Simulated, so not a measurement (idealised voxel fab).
process module | voxel ribs on slabs
cross-section cut | 145 nm wide | cells 5 nm
A cross-section is a grid of square cells, given in bands from the top down. A band is one or more rows of cells.
Each band's line starts with the height of the band's top and of its bottom, in nm. Then come its materials from left to right, each with its width in nm. One material with "throughout" fills the band from edge to edge. "air" is empty space.
Height 0 is the level under which the wafer as received is all one material. The lowest band goes on downwards, as in "0 down".
A width such as "30 to 40" changes by the same amount from each row of cells to the next, from the band's top row to its bottom row.
"no change" after a step means that no cell of the cross-section changed.
closed voids: empty space of 8 cells or more with no open way to the top, each as width x height at its distance from the left edge, in nm
after a step's settings: what the simulator itself notes on the step
overlay nm, on a step with a mask: how far to the right of its planned place the mask lay; to the left if negative
plan
1 op RECEIVE | material Si
2 op DIRECTIONAL_DEP | material SiO2 | thk nm 25
3 op DIRECTIONAL_DEP | material polySi | thk nm 20
4 op DIRECTIONAL_DEP | material aC | thk nm 15
5 op PATTERN | tone cover | mask id RIB | material resist | width nm 30 | thk nm 30 | overlay nm 0
6 op DIRECTIONAL_ETCH | etch materials aC | depth nm 15
7 op STRIP | etch materials resist
8 op DIRECTIONAL_ETCH | etch materials polySi | depth nm 10
9 op STRIP | etch materials aC
10 op DIRECTIONAL_DEP | material aC | thk nm 10
11 op PATTERN | tone cover | mask id SLAB | material resist | width nm 80 | thk nm 25 | overlay nm 0
12 op DIRECTIONAL_ETCH | etch materials aC | depth nm 10
13 op STRIP | etch materials resist
14 op DIRECTIONAL_ETCH | etch materials polySi | depth nm 10
15 op STRIP | etch materials aC
16 op FILL_DEP | material SiO2 | thk nm 20
17 op CMP | height nm 55
18 op DIRECTIONAL_DEP | material W | thk nm 5
19 op DIRECTIONAL_DEP | material aC | thk nm 15
20 op PATTERN | tone cover | mask id HEATER | material resist | width nm 40 | thk nm 30 | overlay nm 0
21 op DIRECTIONAL_ETCH | etch materials aC | depth nm 15
22 op STRIP | etch materials resist
23 op DIRECTIONAL_ETCH | etch materials W | depth nm 5
24 op STRIP | etch materials aC
25 op CONFORMAL_DEP | material SiO2 | thk nm 10
as received, after step 1
  0 down: Si throughout
  closed voids: none
a wafer at the end: this start, this plan, one mistake
  70 to 65: air 40 | SiO2 60 | air 45
  65 to 60: SiO2 throughout
  60 to 55: SiO2 50 | W 40 | SiO2 55
  55 to 20: SiO2 throughout
  20 to 0: polySi throughout
  0 down: Si throughout
  closed voids: none
what went wrong: steps 2 and 3 were swapped
